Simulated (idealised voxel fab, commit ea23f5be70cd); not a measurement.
Module name: voxel tone inversion (process module)
It is cross-section cut that appears here, measuring 180 nm in width, its square cells being 5 nm in size.
Heads up, the way a cross-section reads in here is a grid of square cells, handed over as bands from the top down, with every band being one or more rows of cells. Basically the band line says how high the top is and how high the bottom is, in nm, and then what's in it from left to right, every material with its width in nm. Empty space shows up as "air", and if a single material carries "throughout" it runs the full band edge to edge. A quick word on heights: they are counted from 0, and under that level the wafer as it came to us is one material throughout. The lowest band is different from the rest in having no bottom; it simply continues downward, written as in "z 0 and below". Note: "30 to 40" means the width goes from the first number (top row of the band) to the second number (bottom row) in equal steps per row of cells. "nothing was modified" -> step changed no cross-section cell. Reported under the label "Enclosed internal voids" are the empty spaces having no open way to the top and comprising 8 cells or more; the notation for each is width x height at distance, in which the distance is measured from the left edge and all three values are in nm. Heads up: the bit after the settings on a step's line is the simulator's remark on that step. overlay nm, on a step with a mask: how far to the right of its planned place the mask lay; to the left if negative.
-- Set out below are the planned steps of the process
1) RECEIVE | material Si
2) CONFORMAL_DEP | material SiCN | thk nm 10
3) DIRECTIONAL_DEP | material polySi | thk nm 25
4) PATTERN | tone cover | mask id POSTS | material resist | width nm 15 | pitch nm 35 | thk nm 30 | overlay nm 0
5) DIRECTIONAL_ETCH | etch materials polySi | depth nm 25
6) STRIP | etch materials resist
7) FILL_DEP | material SiO2 | thk nm 5
8) CMP | height nm 35
9) STRIP | etch materials polySi
10) CONFORMAL_DEP | material TiN | thk nm 5
11) FILL_DEP | material W | thk nm 10
12) CMP | height nm 35
13) CONFORMAL_DEP | material SiCN | thk nm 5
-- Here's what the wafer looked like in cross-section when it arrived - that's after step 1
- z 0 and below  Si throughout
- Enclosed internal voids: none
-- Wafer cross-section at module end: first of two, run to plan
- z 40 to 35  SiCN throughout
- z 35 to 15  65 SiO2; 5 TiN; 5 W; 5 TiN; 20 SiO2; 5 TiN; 5 W; 5 TiN; 65 SiO2
- z 15 to 10  65 SiO2; 15 TiN; 20 SiO2; 15 TiN; 65 SiO2
- z 10 to 0  SiCN throughout
- z 0 and below  Si throughout
- Enclosed internal voids: none
-- End-of-module cross-section of the second wafer: identical starting point and process plan to the first, with one processing mistake
- z 40 to 35  SiCN throughout
- z 35 to 30  70 TiN; 5 W; 30 TiN; 5 W; 70 TiN
- z 30 to 15  65 SiO2; 5 TiN; 5 W; 5 TiN; 20 SiO2; 5 TiN; 5 W; 5 TiN; 65 SiO2
- z 15 to 10  65 SiO2; 15 TiN; 20 SiO2; 15 TiN; 65 SiO2
- z 10 to 0  SiCN throughout
- z 0 and below  Si throughout
- Enclosed internal voids: none
Processing error: for step 8, the planned setting was not used; the step was instead run as CMP | height nm 30
Looking at both finished wafers in cells, the second ends up ahead of or behind the first on some materials: 30 fewer of SiO2 | 30 more of TiN
